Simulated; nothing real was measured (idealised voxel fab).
The process module that follows is named voxel self aligned contacts.
cross-section cut | 175 nm wide | cells 5 nm
Cross-sections here: square-cell grids, written as top-down lists of bands, a band being one or more rows of cells.
Quick guide to a band line: top height, bottom height (nm) up front; then every material left to right with its width in nm. Only one material and it's marked "full width"? Then it fills the band edge to edge. And "air" just means empty space.
Basically, 0 is our baseline, since under it the wafer straight out of the box is all one material. The bottom band has no lower end and keeps on going down, so it looks like "0..down".
So if you see something like "30..40" for the width, read it as the top row of the band sitting at the first number and the bottom row at the second, with every row in between moving by the same amount as the last.
Given "nothing altered" for a step, no cell of the cross-section differs between before and after that step.
Empty spaces without an open route to the top, at least 8 cells in extent, make up the entry "Closed void register"; each is given as width x height at distance, where the distance is measured from the left edge, and all are in nm.
On each step's line, the part that comes after the settings is the simulator's own comment on the step.
"overlay nm" answers the question of how far to the right of plan the mask lay on a step that has a mask, and when it is negative the answer is to the left.

[The steps planned for the process are as follows]
1 RECEIVE [material Si]
2 CONFORMAL_DEP [material SiO2] [thk nm 5]
3 DIRECTIONAL_DEP [material polySi] [thk nm 25]
4 DIRECTIONAL_DEP [material SiN] [thk nm 15]
5 DIRECTIONAL_DEP [material aC] [thk nm 10]
6 PATTERN [tone cover] [mask id GATE] [material resist] [width nm 30] [pitch nm 55] [thk nm 30] [overlay nm 0]
7 DIRECTIONAL_ETCH [etch materials aC] [depth nm 10]
8 STRIP [etch materials resist]
9 DIRECTIONAL_ETCH [etch materials SiN] [depth nm 15]
10 DIRECTIONAL_ETCH [etch materials polySi] [depth nm 25]
11 STRIP [etch materials aC]
12 CONFORMAL_DEP [material SiN] [thk nm 5]
13 DIRECTIONAL_ETCH [etch materials SiN] [depth nm 5]
14 FILL_DEP [material SiO2] [thk nm 20]
15 CMP [height nm 55]
16 MASKED_ETCH [tone open] [mask id CONTACT] [width nm 35] [etch materials SiO2] [depth nm 55] [overlay nm 0]
17 CONFORMAL_DEP [material TiN] [thk nm 5]
18 FILL_DEP [material Ru] [thk nm 5]
19 CMP [height nm 55]
20 CONFORMAL_DEP [material SiCN] [thk nm 5]

[First wafer out of two, processed as planned]

[Cross-section of the wafer at receipt, which is the condition after step 1]
- 0..down | Si full width
- Closed void register: none

[State of the wafer after step 2, shown in cross-section]
- 5..0 | SiO2 full width
- Everything under 0 stays put, no change at all.

[State of the wafer after step 3, shown in cross-section]
- 30..5 | polySi full width
- Everything under 5 stays put, no change at all.

[State of the wafer after step 4, shown in cross-section]
- 45..30 | SiN full width
- Everything under 30 stays put, no change at all.

[State of the wafer after step 5, shown in cross-section]
- 55..45 | aC full width
- Everything under 45 stays put, no change at all.

[State of the wafer after step 6, shown in cross-section]
- 85..55 | 45 nm air; 30 nm resist; 25 nm air; 30 nm resist; 45 nm air
- Everything under 55 stays put, no change at all.

[State of the wafer after step 7, shown in cross-section]
- 75..55 | 45 nm air; 30 nm resist; 25 nm air; 30 nm resist; 45 nm air
- 55..45 | 45 nm air; 30 nm aC; 25 nm air; 30 nm aC; 45 nm air
- Everything under 45 stays put, no change at all.

[State of the wafer after step 8, shown in cross-section]
- 55..45 | 45 nm air; 30 nm aC; 25 nm air; 30 nm aC; 45 nm air
- Everything under 45 stays put, no change at all.

[State of the wafer after step 9, shown in cross-section]
- 55..45 | 45 nm air; 30 nm aC; 25 nm air; 30 nm aC; 45 nm air
- 45..30 | 45 nm air; 30 nm SiN; 25 nm air; 30 nm SiN; 45 nm air
- Everything under 30 stays put, no change at all.

[State of the wafer after step 10, shown in cross-section]
- 55..45 | 45 nm air; 30 nm aC; 25 nm air; 30 nm aC; 45 nm air
- 45..30 | 45 nm air; 30 nm SiN; 25 nm air; 30 nm SiN; 45 nm air
- 30..5 | 45 nm air; 30 nm polySi; 25 nm air; 30 nm polySi; 45 nm air
- Everything under 5 stays put, no change at all.

[State of the wafer after step 11, shown in cross-section]
- 45..30 | 45 nm air; 30 nm SiN; 25 nm air; 30 nm SiN; 45 nm air
- Everything under 30 stays put, no change at all.

[State of the wafer after step 12, shown in cross-section]
- 50..30 | 40 nm air; 40 nm SiN; 15 nm air; 40 nm SiN; 40 nm air
- 30..10 | 40 nm air; 5 nm SiN; 30 nm polySi; 5 nm SiN; 15 nm air; 5 nm SiN; 30 nm polySi; 5 nm SiN; 40 nm air
- 10..5 | 45 nm SiN; 30 nm polySi; 25 nm SiN; 30 nm polySi; 45 nm SiN
- Everything under 5 stays put, no change at all.

[State of the wafer after step 13, shown in cross-section]
- 45..30 | 40 nm air; 40 nm SiN; 15 nm air; 40 nm SiN; 40 nm air
- 30..5 | 40 nm air; 5 nm SiN; 30 nm polySi; 5 nm SiN; 15 nm air; 5 nm SiN; 30 nm polySi; 5 nm SiN; 40 nm air
- Everything under 5 stays put, no change at all.

[State of the wafer after step 14, shown in cross-section]
- 65..45 | SiO2 full width
- 45..30 | 40 nm SiO2; 40 nm SiN; 15 nm SiO2; 40 nm SiN; 40 nm SiO2
- 30..5 | 40 nm SiO2; 5 nm SiN; 30 nm polySi; 5 nm SiN; 15 nm SiO2; 5 nm SiN; 30 nm polySi; 5 nm SiN; 40 nm SiO2
- Everything under 5 stays put, no change at all.

[State of the wafer after step 15, shown in cross-section]
- 55..45 | SiO2 full width
- Everything under 45 stays put, no change at all.

[State of the wafer after step 16, shown in cross-section]
- 55..45 | 70 nm SiO2; 35 nm air; 70 nm SiO2
- 45..30 | 40 nm SiO2; 40 nm SiN; 15 nm air; 40 nm SiN; 40 nm SiO2
- 30..5 | 40 nm SiO2; 5 nm SiN; 30 nm polySi; 5 nm SiN; 15 nm air; 5 nm SiN; 30 nm polySi; 5 nm SiN; 40 nm SiO2
- 5..0 | 80 nm SiO2; 15 nm air; 80 nm SiO2
- Everything under 0 stays put, no change at all.

[State of the wafer after step 17, shown in cross-section]
- 60..55 | 75 nm TiN; 25 nm air; 75 nm TiN
- 55..45 | 70 nm SiO2; 5..15 nm TiN; 25..5 nm air; 5..15 nm TiN; 70 nm SiO2
- 45..30 | 40 nm SiO2; 40 nm SiN; 5 nm TiN; 5 nm air; 5 nm TiN; 40 nm SiN; 40 nm SiO2
- 30..5 | 40 nm SiO2; 5 nm SiN; 30 nm polySi; 5 nm SiN; 5 nm TiN; 5 nm air; 5 nm TiN; 5 nm SiN; 30 nm polySi; 5 nm SiN; 40 nm SiO2
- 5..0 | 80 nm SiO2; 15 nm TiN; 80 nm SiO2
- Everything under 0 stays put, no change at all.

[State of the wafer after step 18, shown in cross-section]
- 65..60 | Ru full width
- 60..55 | 75 nm TiN; 25 nm Ru; 75 nm TiN
- 55..45 | 70 nm SiO2; 5..15 nm TiN; 25..5 nm Ru; 5..15 nm TiN; 70 nm SiO2
- 45..30 | 40 nm SiO2; 40 nm SiN; 5 nm TiN; 5 nm Ru; 5 nm TiN; 40 nm SiN; 40 nm SiO2
- 30..5 | 40 nm SiO2; 5 nm SiN; 30 nm polySi; 5 nm SiN; 5 nm TiN; 5 nm Ru; 5 nm TiN; 5 nm SiN; 30 nm polySi; 5 nm SiN; 40 nm SiO2
- Everything under 5 stays put, no change at all.

[State of the wafer after step 19, shown in cross-section]
- 55..45 | 70 nm SiO2; 5..15 nm TiN; 25..5 nm Ru; 5..15 nm TiN; 70 nm SiO2
- Everything under 45 stays put, no change at all.

[State of the wafer after step 20, shown in cross-section]
- 60..55 | SiCN full width
- Everything under 55 stays put, no change at all.

[Wafer two of the pair: same origin, same plan, one error during the run; identical to wafer one up to and including step 9]

[when step 10 should have ended]
- 55..45 | 45 nm air; 30 nm aC; 25 nm air; 30 nm aC; 45 nm air
- 45..30 | 45 nm air; 30 nm SiN; 25 nm air; 30 nm SiN; 45 nm air
- 30..15 | 45 nm air; 30 nm polySi; 25 nm air; 30 nm polySi; 45 nm air
- Everything under 15 stays put, no change at all.

[when step 11 should have ended]
- 45..30 | 45 nm air; 30 nm SiN; 25 nm air; 30 nm SiN; 45 nm air
- Everything under 30 stays put, no change at all.

[when step 12 should have ended]
- 50..30 | 40 nm air; 40 nm SiN; 15 nm air; 40 nm SiN; 40 nm air
- 30..20 | 40 nm air; 5 nm SiN; 30 nm polySi; 5 nm SiN; 15 nm air; 5 nm SiN; 30 nm polySi; 5 nm SiN; 40 nm air
- 20..15 | 45 nm SiN; 30 nm polySi; 25 nm SiN; 30 nm polySi; 45 nm SiN
- Everything under 15 stays put, no change at all.

[when step 13 should have ended]
- 45..30 | 40 nm air; 40 nm SiN; 15 nm air; 40 nm SiN; 40 nm air
- 30..15 | 40 nm air; 5 nm SiN; 30 nm polySi; 5 nm SiN; 15 nm air; 5 nm SiN; 30 nm polySi; 5 nm SiN; 40 nm air
- Everything under 15 stays put, no change at all.

[when step 14 should have ended]
- 65..45 | SiO2 full width
- 45..30 | 40 nm SiO2; 40 nm SiN; 15 nm SiO2; 40 nm SiN; 40 nm SiO2
- 30..15 | 40 nm SiO2; 5 nm SiN; 30 nm polySi; 5 nm SiN; 15 nm SiO2; 5 nm SiN; 30 nm polySi; 5 nm SiN; 40 nm SiO2
- Everything under 15 stays put, no change at all.

[when step 15 should have ended]
- 55..45 | SiO2 full width
- Everything under 45 stays put, no change at all.

[when step 16 should have ended]
- 55..45 | 70 nm SiO2; 35 nm air; 70 nm SiO2
- 45..30 | 40 nm SiO2; 40 nm SiN; 15 nm air; 40 nm SiN; 40 nm SiO2
- 30..15 | 40 nm SiO2; 5 nm SiN; 30 nm polySi; 5 nm SiN; 15 nm air; 5 nm SiN; 30 nm polySi; 5 nm SiN; 40 nm SiO2
- Everything under 15 stays put, no change at all.

[when step 17 should have ended]
- 60..55 | 75 nm TiN; 25 nm air; 75 nm TiN
- 55..45 | 70 nm SiO2; 5..15 nm TiN; 25..5 nm air; 5..15 nm TiN; 70 nm SiO2
- 45..30 | 40 nm SiO2; 40 nm SiN; 5 nm TiN; 5 nm air; 5 nm TiN; 40 nm SiN; 40 nm SiO2
- 30..20 | 40 nm SiO2; 5 nm SiN; 30 nm polySi; 5 nm SiN; 5 nm TiN; 5 nm air; 5 nm TiN; 5 nm SiN; 30 nm polySi; 5 nm SiN; 40 nm SiO2
- 20..15 | 40 nm SiO2; 5 nm SiN; 30 nm polySi; 5 nm SiN; 15 nm TiN; 5 nm SiN; 30 nm polySi; 5 nm SiN; 40 nm SiO2
- Everything under 15 stays put, no change at all.

[when step 18 should have ended]
- 65..60 | Ru full width
- 60..55 | 75 nm TiN; 25 nm Ru; 75 nm TiN
- 55..45 | 70 nm SiO2; 5..15 nm TiN; 25..5 nm Ru; 5..15 nm TiN; 70 nm SiO2
- 45..30 | 40 nm SiO2; 40 nm SiN; 5 nm TiN; 5 nm Ru; 5 nm TiN; 40 nm SiN; 40 nm SiO2
- 30..20 | 40 nm SiO2; 5 nm SiN; 30 nm polySi; 5 nm SiN; 5 nm TiN; 5 nm Ru; 5 nm TiN; 5 nm SiN; 30 nm polySi; 5 nm SiN; 40 nm SiO2
- Everything under 20 stays put, no change at all.

[when step 19 should have ended]
- 55..45 | 70 nm SiO2; 5..15 nm TiN; 25..5 nm Ru; 5..15 nm TiN; 70 nm SiO2
- Everything under 45 stays put, no change at all.

[when step 20 should have ended]
- 60..55 | SiCN full width
- Everything under 55 stays put, no change at all.
what went wrong: step 10 ran differently from the plan; actual operation with settings: DIRECTIONAL_ETCH [etch materials polySi] [depth nm 15]
Per the end-of-run cell counts, the second wafer holds more or fewer of some materials than the first: 3 fewer of Ru, 8 fewer of SiN, 29 fewer of SiO2, 6 fewer of TiN, 46 more of polySi
